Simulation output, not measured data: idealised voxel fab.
Presented below is a process module, voxel self aligned contacts.
The cross-section shown here is cut; it is 205 nm wide and divided into square cells measuring 5 nm on a side.
Cross-sections here: square-cell grids, written as top-down lists of bands, a band being one or more rows of cells.
Band entry format. Leading values: height of top, height of bottom, nm. Remainder: materials in left-to-right order, each with its width in nm. Special words: "full width" on a single material, which then fills the band edge to edge; "empty", empty space.
The level at which height equals 0 is the one under which the wafer, as it arrives, is entirely one material. No lower edge exists for the bottom band, which continues downward and is notated as in "0 nm and below".
Width spec "30->40" -> top row of cells at first value, bottom row at second value, equal per-row change in between.
You'll sometimes find "everything unchanged" written for a step, and that's the way of saying that nowhere in the cross-section did a cell change during that step.
Closed-off voids of 8+ cells (no open route to the top) go in "Cavities, sealed", written width x height at distance from the left edge, in nm.
after a step's settings: what the simulator itself notes on the step
"overlay nm", when on a step's line for a step with a mask, measures how far to the right of its planned place the mask lay; a negative measure means to the left.
-- The following list gives the planned process steps
- 1: RECEIVE: material Si
- 2: CONFORMAL_DEP: material SiO2, thk nm 5
- 3: DIRECTIONAL_DEP: material polySi, thk nm 25
- 4: DIRECTIONAL_DEP: material SiN, thk nm 20
- 5: PATTERN: tone cover, mask id GATE, material resist, width nm 25, pitch nm 50, thk nm 15, overlay nm 0
- 6: DIRECTIONAL_ETCH: etch materials SiN, depth nm 20
- 7: DIRECTIONAL_ETCH: etch materials polySi, depth nm 25
- 8: STRIP: etch materials resist
- 9: CONFORMAL_DEP: material SiN, thk nm 5
- 10: DIRECTIONAL_ETCH: etch materials SiN, depth nm 5
- 11: FILL_DEP: material SiO2, thk nm 20
- 12: CMP: height nm 60
- 13: DIRECTIONAL_DEP: material aC, thk nm 15
- 14: PATTERN: tone open, mask id CONTACT, material resist, width nm 35, pitch nm 50, thk nm 30, overlay nm 0
- 15: DIRECTIONAL_ETCH: etch materials aC, depth nm 15
- 16: STRIP: etch materials resist
- 17: DIRECTIONAL_ETCH: etch materials SiO2, depth nm 60
- 18: STRIP: etch materials aC
- 19: CONFORMAL_DEP: material TiN, thk nm 5
- 20: FILL_DEP: material W, thk nm 5
- 21: CMP: height nm 60
- 22: CONFORMAL_DEP: material SiN, thk nm 5
-- Cross-section of the incoming wafer, state after step 1
    0 nm and below | Si full width
    Cavities, sealed: none
-- The following cross-section depicts the wafer upon conclusion of the module. Processing commenced from the starting condition illustrated above and adhered to the plan illustrated above, save for one mistake in execution
    65 nm to 60 nm | SiN full width
    60 nm to 50 nm | SiO2: 60, then TiN: 5->15, then W: 25->5, then TiN: 5->15, then SiO2: 15, then TiN: 5->15, then W: 25->5, then TiN: 5->15, then SiO2: 60
    50 nm to 30 nm | SiO2: 35, then SiN: 5, then polySi: 25, then SiN: 5, then TiN: 5, then W: 5, then TiN: 5, then SiN: 5, then polySi: 25, then SiN: 5, then TiN: 5, then W: 5, then TiN: 5, then SiN: 5, then polySi: 25, then SiN: 5, then SiO2: 35
    30 nm to 25 nm | SiO2: 35, then SiN: 5, then polySi: 25, then SiN: 5, then TiN: 15, then SiN: 5, then polySi: 25, then SiN: 5, then TiN: 15, then SiN: 5, then polySi: 25, then SiN: 5, then SiO2: 35
    25 nm to 5 nm | SiN full width
    5 nm to 0 nm | SiO2 full width
    0 nm and below | Si full width
    Cavities, sealed: none
So what did we get wrong on this run? transposition of steps 3 and 4 relative to the planned sequence
